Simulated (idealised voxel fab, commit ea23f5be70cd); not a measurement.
Process module under the name voxel wiring stack
Cross-section cut: width 200 nm, square cells of 5 nm.
Think of the cross-section as a grid of square cells. We describe it in bands, top to bottom, and each band covers one or more rows of those cells. First you get the band's top height and its bottom height, in nm, and then the materials it's made of, left to right, with each width in nm. If you see a single material with "throughout", that one covers the band edge to edge. "air" is empty space. A quick word on heights: they are counted from 0, and under that level the wafer as it came to us is one material throughout. The lowest band is different from the rest in having no bottom; it simply continues downward, written as in "0 and below". A width given as "30..40" starts at the first number in the band's top row and ends at the second number in its bottom row, shifting by an equal amount at every step from row to row. Where a step carries "remained the same", the cross-section came out of it unchanged, cell for cell. Any empty space of 8 cells or more lacking an open way to the top shows up in "Sealed-off cavities" as width x height at distance, distance from the left edge, in nm. Note: text after step settings on the step line = simulator remark on that step. What "overlay nm" on a step's line means: if the step has a mask, that mask lay this far to the right of its planned place, or, when the value is negative, to the left.

The planned process steps are enumerated hereunder:
- 1: RECEIVE | material Si
- 2: CONFORMAL_DEP | material SiO2 | thk nm 15
- 3: DIRECTIONAL_DEP | material TiN | thk nm 5
- 4: DIRECTIONAL_DEP | material Ru | thk nm 20
- 5: MASKED_ETCH | tone cover | mask id METAL_1 | width nm 30 | pitch nm 60 | etch materials Ru | depth nm 20 | overlay nm 0
- 6: MASKED_ETCH | tone cover | mask id METAL_1 | width nm 30 | pitch nm 60 | etch materials TiN | depth nm 5 | overlay nm 0
- 7: CONFORMAL_DEP | material SiCN | thk nm 5
- 8: FILL_DEP | material SiO2 | thk nm 5
- 9: CMP | height nm 40
- 10: CONFORMAL_DEP | material SiCN | thk nm 5
- 11: DIRECTIONAL_DEP | material lowk | thk nm 30
- 12: PATTERN | tone open | mask id METAL_2_HOLES | material resist | width nm 15 | pitch nm 60 | thk nm 20 | overlay nm 0
- 13: DIRECTIONAL_ETCH | etch materials lowk | depth nm 30
- 14: STRIP | etch materials resist
- 15: MASKED_ETCH | tone open | mask id METAL_2 | width nm 30 | pitch nm 60 | etch materials lowk | depth nm 20 | overlay nm 0
- 16: MASKED_ETCH | tone open | mask id METAL_2 | width nm 30 | pitch nm 60 | etch materials SiCN | depth nm 5 | overlay nm 0
- 17: CONFORMAL_DEP | material TiN | thk nm 5
- 18: FILL_DEP | material Cu | thk nm 10
- 19: CMP | height nm 75
- 20: CONFORMAL_DEP | material SiCN | thk nm 5
- 21: DIRECTIONAL_DEP | material lowk | thk nm 35
- 22: MASKED_ETCH | tone open | mask id METAL_3 | width nm 30 | pitch nm 60 | etch materials lowk | depth nm 20 | overlay nm 0
- 23: MASKED_ETCH | tone open | mask id METAL_3_HOLES | width nm 15 | etch materials lowk | depth nm 15 | overlay nm 0
- 24: MASKED_ETCH | tone open | mask id METAL_3_HOLES | width nm 15 | etch materials SiCN | depth nm 5 | overlay nm 0
- 25: CONFORMAL_DEP | material TiN | thk nm 5
- 26: FILL_DEP | material Ru | thk nm 10
- 27: CMP | height nm 115
- 28: CONFORMAL_DEP | material SiCN | thk nm 5

First wafer, two in total, run as planned:

Cross-section of the wafer as it came to us, i.e., already through step 1:
> 0 and below = Si throughout
> Sealed-off cavities: none

Cross-section: wafer state after step 2:
> 15 down to 0 = SiO2 throughout
> For the remainder of the cross-section, below 0, there is no change.

Cross-section: wafer state after step 3:
> 20 down to 15 = TiN throughout
> For the remainder of the cross-section, below 15, there is no change.

Cross-section: wafer state after step 4:
> 40 down to 20 = Ru throughout
> For the remainder of the cross-section, below 20, there is no change.

Cross-section: wafer state after step 5:
> 40 down to 20 = air 55 nm, Ru 30 nm, air 30 nm, Ru 30 nm, air 55 nm
> For the remainder of the cross-section, below 20, there is no change.

Cross-section: wafer state after step 6:
> 40 down to 20 = air 55 nm, Ru 30 nm, air 30 nm, Ru 30 nm, air 55 nm
> 20 down to 15 = air 55 nm, TiN 30 nm, air 30 nm, TiN 30 nm, air 55 nm
> For the remainder of the cross-section, below 15, there is no change.

Cross-section: wafer state after step 7:
> 45 down to 40 = air 50 nm, SiCN 40 nm, air 20 nm, SiCN 40 nm, air 50 nm
> 40 down to 20 = air 50 nm, SiCN 5 nm, Ru 30 nm, SiCN 5 nm, air 20 nm, SiCN 5 nm, Ru 30 nm, SiCN 5 nm, air 50 nm
> 20 down to 15 = SiCN 55 nm, TiN 30 nm, SiCN 30 nm, TiN 30 nm, SiCN 55 nm
> For the remainder of the cross-section, below 15, there is no change.

Cross-section: wafer state after step 8:
> 50 down to 45 = SiO2 throughout
> 45 down to 40 = SiO2 50 nm, SiCN 40 nm, SiO2 20 nm, SiCN 40 nm, SiO2 50 nm
> 40 down to 20 = SiO2 50 nm, SiCN 5 nm, Ru 30 nm, SiCN 5 nm, SiO2 20 nm, SiCN 5 nm, Ru 30 nm, SiCN 5 nm, SiO2 50 nm
> For the remainder of the cross-section, below 20, there is no change.

Cross-section: wafer state after step 9:
> 40 down to 20 = SiO2 50 nm, SiCN 5 nm, Ru 30 nm, SiCN 5 nm, SiO2 20 nm, SiCN 5 nm, Ru 30 nm, SiCN 5 nm, SiO2 50 nm
> For the remainder of the cross-section, below 20, there is no change.

Cross-section: wafer state after step 10:
> 45 down to 40 = SiCN throughout
> For the remainder of the cross-section, below 40, there is no change.

Cross-section: wafer state after step 11:
> 75 down to 45 = lowk throughout
> For the remainder of the cross-section, below 45, there is no change.

Cross-section: wafer state after step 12:
> 95 down to 75 = resist 55 nm, air 15 nm, resist 45 nm, air 15 nm, resist 70 nm
> For the remainder of the cross-section, below 75, there is no change.

Cross-section: wafer state after step 13:
> 95 down to 75 = resist 55 nm, air 15 nm, resist 45 nm, air 15 nm, resist 70 nm
> 75 down to 45 = lowk 55 nm, air 15 nm, lowk 45 nm, air 15 nm, lowk 70 nm
> For the remainder of the cross-section, below 45, there is no change.

Cross-section: wafer state after step 14:
> 75 down to 45 = lowk 55 nm, air 15 nm, lowk 45 nm, air 15 nm, lowk 70 nm
> For the remainder of the cross-section, below 45, there is no change.

Cross-section: wafer state after step 15:
> 75 down to 55 = lowk 55 nm, air 30 nm, lowk 30 nm, air 30 nm, lowk 55 nm
> For the remainder of the cross-section, below 55, there is no change.

Cross-section: wafer state after step 16:
> 75 down to 55 = lowk 55 nm, air 30 nm, lowk 30 nm, air 30 nm, lowk 55 nm
> 55 down to 45 = lowk 55 nm, air 15 nm, lowk 45 nm, air 15 nm, lowk 70 nm
> 45 down to 40 = SiCN 55 nm, air 15 nm, SiCN 45 nm, air 15 nm, SiCN 70 nm
> For the remainder of the cross-section, below 40, there is no change.

Cross-section: wafer state after step 17:
> 80 down to 75 = TiN 60 nm, air 20 nm, TiN 40 nm, air 20 nm, TiN 60 nm
> 75 down to 60 = lowk 55 nm, TiN 5 nm, air 20 nm, TiN 5 nm, lowk 30 nm, TiN 5 nm, air 20 nm, TiN 5 nm, lowk 55 nm
> 60 down to 55 = lowk 55 nm, TiN 5 nm, air 5 nm, TiN 20 nm, lowk 30 nm, TiN 5 nm, air 5 nm, TiN 20 nm, lowk 55 nm
> 55 down to 45 = lowk 55 nm, TiN 5 nm, air 5 nm, TiN 5 nm, lowk 45 nm, TiN 5 nm, air 5 nm, TiN 5 nm, lowk 70 nm
> 45 down to 40 = SiCN 55 nm, TiN 15 nm, SiCN 45 nm, TiN 15 nm, SiCN 70 nm
> For the remainder of the cross-section, below 40, there is no change.

Cross-section: wafer state after step 18:
> 90 down to 80 = Cu throughout
> 80 down to 75 = TiN 60 nm, Cu 20 nm, TiN 40 nm, Cu 20 nm, TiN 60 nm
> 75 down to 60 = lowk 55 nm, TiN 5 nm, Cu 20 nm, TiN 5 nm, lowk 30 nm, TiN 5 nm, Cu 20 nm, TiN 5 nm, lowk 55 nm
> 60 down to 55 = lowk 55 nm, TiN 5 nm, Cu 5 nm, TiN 20 nm, lowk 30 nm, TiN 5 nm, Cu 5 nm, TiN 20 nm, lowk 55 nm
> 55 down to 45 = lowk 55 nm, TiN 5 nm, Cu 5 nm, TiN 5 nm, lowk 45 nm, TiN 5 nm, Cu 5 nm, TiN 5 nm, lowk 70 nm
> For the remainder of the cross-section, below 45, there is no change.

Cross-section: wafer state after step 19:
> 75 down to 60 = lowk 55 nm, TiN 5 nm, Cu 20 nm, TiN 5 nm, lowk 30 nm, TiN 5 nm, Cu 20 nm, TiN 5 nm, lowk 55 nm
> For the remainder of the cross-section, below 60, there is no change.

Cross-section: wafer state after step 20:
> 80 down to 75 = SiCN throughout
> For the remainder of the cross-section, below 75, there is no change.

Cross-section: wafer state after step 21:
> 115 down to 80 = lowk throughout
> For the remainder of the cross-section, below 80, there is no change.

Cross-section: wafer state after step 22:
> 115 down to 95 = lowk 55 nm, air 30 nm, lowk 30 nm, air 30 nm, lowk 55 nm
> For the remainder of the cross-section, below 95, there is no change.

Cross-section: wafer state after step 23:
> 115 down to 95 = lowk 55 nm, air 30 nm, lowk 30 nm, air 30 nm, lowk 55 nm
> 95 down to 80 = lowk 55 nm, air 15 nm, lowk 130 nm
> For the remainder of the cross-section, below 80, there is no change.

Cross-section: wafer state after step 24:
> 115 down to 95 = lowk 55 nm, air 30 nm, lowk 30 nm, air 30 nm, lowk 55 nm
> 95 down to 80 = lowk 55 nm, air 15 nm, lowk 130 nm
> 80 down to 75 = SiCN 55 nm, air 15 nm, SiCN 130 nm
> For the remainder of the cross-section, below 75, there is no change.

Cross-section: wafer state after step 25:
> 120 down to 115 = TiN 60 nm, air 20 nm, TiN 40 nm, air 20 nm, TiN 60 nm
> 115 down to 100 = lowk 55 nm, TiN 5 nm, air 20 nm, TiN 5 nm, lowk 30 nm, TiN 5 nm, air 20 nm, TiN 5 nm, lowk 55 nm
> 100 down to 95 = lowk 55 nm, TiN 5 nm, air 5 nm, TiN 20 nm, lowk 30 nm, TiN 30 nm, lowk 55 nm
> 95 down to 80 = lowk 55 nm, TiN 5 nm, air 5 nm, TiN 5 nm, lowk 130 nm
> 80 down to 75 = SiCN 55 nm, TiN 15 nm, SiCN 130 nm
> For the remainder of the cross-section, below 75, there is no change.

Cross-section: wafer state after step 26:
> 130 down to 120 = Ru throughout
> 120 down to 115 = TiN 60 nm, Ru 20 nm, TiN 40 nm, Ru 20 nm, TiN 60 nm
> 115 down to 100 = lowk 55 nm, TiN 5 nm, Ru 20 nm, TiN 5 nm, lowk 30 nm, TiN 5 nm, Ru 20 nm, TiN 5 nm, lowk 55 nm
> 100 down to 95 = lowk 55 nm, TiN 5 nm, Ru 5 nm, TiN 20 nm, lowk 30 nm, TiN 30 nm, lowk 55 nm
> 95 down to 80 = lowk 55 nm, TiN 5 nm, Ru 5 nm, TiN 5 nm, lowk 130 nm
> For the remainder of the cross-section, below 80, there is no change.

Cross-section: wafer state after step 27:
> 115 down to 100 = lowk 55 nm, TiN 5 nm, Ru 20 nm, TiN 5 nm, lowk 30 nm, TiN 5 nm, Ru 20 nm, TiN 5 nm, lowk 55 nm
> For the remainder of the cross-section, below 100, there is no change.

Cross-section: wafer state after step 28:
> 120 down to 115 = SiCN throughout
> For the remainder of the cross-section, below 115, there is no change.

Second wafer. Start and plan as for the first. One mistake made in running. Agrees with the first up to and including step 10:

The second wafer cut through, at the time step 11 was supposed to be finished:
> 105 down to 45 = lowk throughout
> For the remainder of the cross-section, below 45, there is no change.

The second wafer cut through, at the time step 12 was supposed to be finished:
> 125 down to 105 = resist 55 nm, air 15 nm, resist 45 nm, air 15 nm, resist 70 nm
> For the remainder of the cross-section, below 105, there is no change.

The second wafer cut through, at the time step 13 was supposed to be finished:
> 125 down to 105 = resist 55 nm, air 15 nm, resist 45 nm, air 15 nm, resist 70 nm
> 105 down to 75 = lowk 55 nm, air 15 nm, lowk 45 nm, air 15 nm, lowk 70 nm
> For the remainder of the cross-section, below 75, there is no change.

The second wafer cut through, at the time step 14 was supposed to be finished:
> 105 down to 75 = lowk 55 nm, air 15 nm, lowk 45 nm, air 15 nm, lowk 70 nm
> For the remainder of the cross-section, below 75, there is no change.

The second wafer cut through, at the time step 15 was supposed to be finished:
> 105 down to 85 = lowk 55 nm, air 30 nm, lowk 30 nm, air 30 nm, lowk 55 nm
> 85 down to 55 = lowk 55 nm, air 15 nm, lowk 45 nm, air 15 nm, lowk 70 nm
> For the remainder of the cross-section, below 55, there is no change.

The second wafer cut through, at the time step 16 was supposed to be finished: remained the same

The second wafer cut through, at the time step 17 was supposed to be finished:
> 110 down to 105 = TiN 60 nm, air 20 nm, TiN 40 nm, air 20 nm, TiN 60 nm
> 105 down to 90 = lowk 55 nm, TiN 5 nm, air 20 nm, TiN 5 nm, lowk 30 nm, TiN 5 nm, air 20 nm, TiN 5 nm, lowk 55 nm
> 90 down to 85 = lowk 55 nm, TiN 5 nm, air 5 nm, TiN 20 nm, lowk 30 nm, TiN 5 nm, air 5 nm, TiN 20 nm, lowk 55 nm
> 85 down to 60 = lowk 55 nm, TiN 5 nm, air 5 nm, TiN 5 nm, lowk 45 nm, TiN 5 nm, air 5 nm, TiN 5 nm, lowk 70 nm
> 60 down to 55 = lowk 55 nm, TiN 15 nm, lowk 45 nm, TiN 15 nm, lowk 70 nm
> For the remainder of the cross-section, below 55, there is no change.

The second wafer cut through, at the time step 18 was supposed to be finished:
> 120 down to 110 = Cu throughout
> 110 down to 105 = TiN 60 nm, Cu 20 nm, TiN 40 nm, Cu 20 nm, TiN 60 nm
> 105 down to 90 = lowk 55 nm, TiN 5 nm, Cu 20 nm, TiN 5 nm, lowk 30 nm, TiN 5 nm, Cu 20 nm, TiN 5 nm, lowk 55 nm
> 90 down to 85 = lowk 55 nm, TiN 5 nm, Cu 5 nm, TiN 20 nm, lowk 30 nm, TiN 5 nm, Cu 5 nm, TiN 20 nm, lowk 55 nm
> 85 down to 60 = lowk 55 nm, TiN 5 nm, Cu 5 nm, TiN 5 nm, lowk 45 nm, TiN 5 nm, Cu 5 nm, TiN 5 nm, lowk 70 nm
> For the remainder of the cross-section, below 60, there is no change.

The second wafer cut through, at the time step 19 was supposed to be finished:
> 75 down to 60 = lowk 55 nm, TiN 5 nm, Cu 5 nm, TiN 5 nm, lowk 45 nm, TiN 5 nm, Cu 5 nm, TiN 5 nm, lowk 70 nm
> For the remainder of the cross-section, below 60, there is no change.

The second wafer cut through, at the time step 20 was supposed to be finished:
> 80 down to 75 = SiCN throughout
> For the remainder of the cross-section, below 75, there is no change.

The second wafer cut through, at the time step 21 was supposed to be finished:
> 115 down to 80 = lowk throughout
> For the remainder of the cross-section, below 80, there is no change.

The second wafer cut through, at the time step 22 was supposed to be finished:
> 115 down to 95 = lowk 55 nm, air 30 nm, lowk 30 nm, air 30 nm, lowk 55 nm
> For the remainder of the cross-section, below 95, there is no change.

The second wafer cut through, at the time step 23 was supposed to be finished:
> 115 down to 95 = lowk 55 nm, air 30 nm, lowk 30 nm, air 30 nm, lowk 55 nm
> 95 down to 80 = lowk 55 nm, air 15 nm, lowk 130 nm
> For the remainder of the cross-section, below 80, there is no change.

The second wafer cut through, at the time step 24 was supposed to be finished:
> 115 down to 95 = lowk 55 nm, air 30 nm, lowk 30 nm, air 30 nm, lowk 55 nm
> 95 down to 80 = lowk 55 nm, air 15 nm, lowk 130 nm
> 80 down to 75 = SiCN 55 nm, air 15 nm, SiCN 130 nm
> For the remainder of the cross-section, below 75, there is no change.

The second wafer cut through, at the time step 25 was supposed to be finished:
> 120 down to 115 = TiN 60 nm, air 20 nm, TiN 40 nm, air 20 nm, TiN 60 nm
> 115 down to 100 = lowk 55 nm, TiN 5 nm, air 20 nm, TiN 5 nm, lowk 30 nm, TiN 5 nm, air 20 nm, TiN 5 nm, lowk 55 nm
> 100 down to 95 = lowk 55 nm, TiN 5 nm, air 5 nm, TiN 20 nm, lowk 30 nm, TiN 30 nm, lowk 55 nm
> 95 down to 80 = lowk 55 nm, TiN 5 nm, air 5 nm, TiN 5 nm, lowk 130 nm
> 80 down to 75 = SiCN 55 nm, TiN 15 nm, SiCN 130 nm
> For the remainder of the cross-section, below 75, there is no change.

The second wafer cut through, at the time step 26 was supposed to be finished:
> 130 down to 120 = Ru throughout
> 120 down to 115 = TiN 60 nm, Ru 20 nm, TiN 40 nm, Ru 20 nm, TiN 60 nm
> 115 down to 100 = lowk 55 nm, TiN 5 nm, Ru 20 nm, TiN 5 nm, lowk 30 nm, TiN 5 nm, Ru 20 nm, TiN 5 nm, lowk 55 nm
> 100 down to 95 = lowk 55 nm, TiN 5 nm, Ru 5 nm, TiN 20 nm, lowk 30 nm, TiN 30 nm, lowk 55 nm
> 95 down to 80 = lowk 55 nm, TiN 5 nm, Ru 5 nm, TiN 5 nm, lowk 130 nm
> For the remainder of the cross-section, below 80, there is no change.

The second wafer cut through, at the time step 27 was supposed to be finished:
> 115 down to 100 = lowk 55 nm, TiN 5 nm, Ru 20 nm, TiN 5 nm, lowk 30 nm, TiN 5 nm, Ru 20 nm, TiN 5 nm, lowk 55 nm
> For the remainder of the cross-section, below 100, there is no change.

The second wafer cut through, at the time step 28 was supposed to be finished:
> 120 down to 115 = SiCN throughout
> For the remainder of the cross-section, below 115, there is no change.
Short version of what went wrong: step 11 of the plan saw execution twice
Looking at both finished wafers in cells, the second ends up ahead of or behind the first on some materials: Cu: 24 fewer, SiCN: 6 more, TiN: 18 fewer, lowk: 36 more
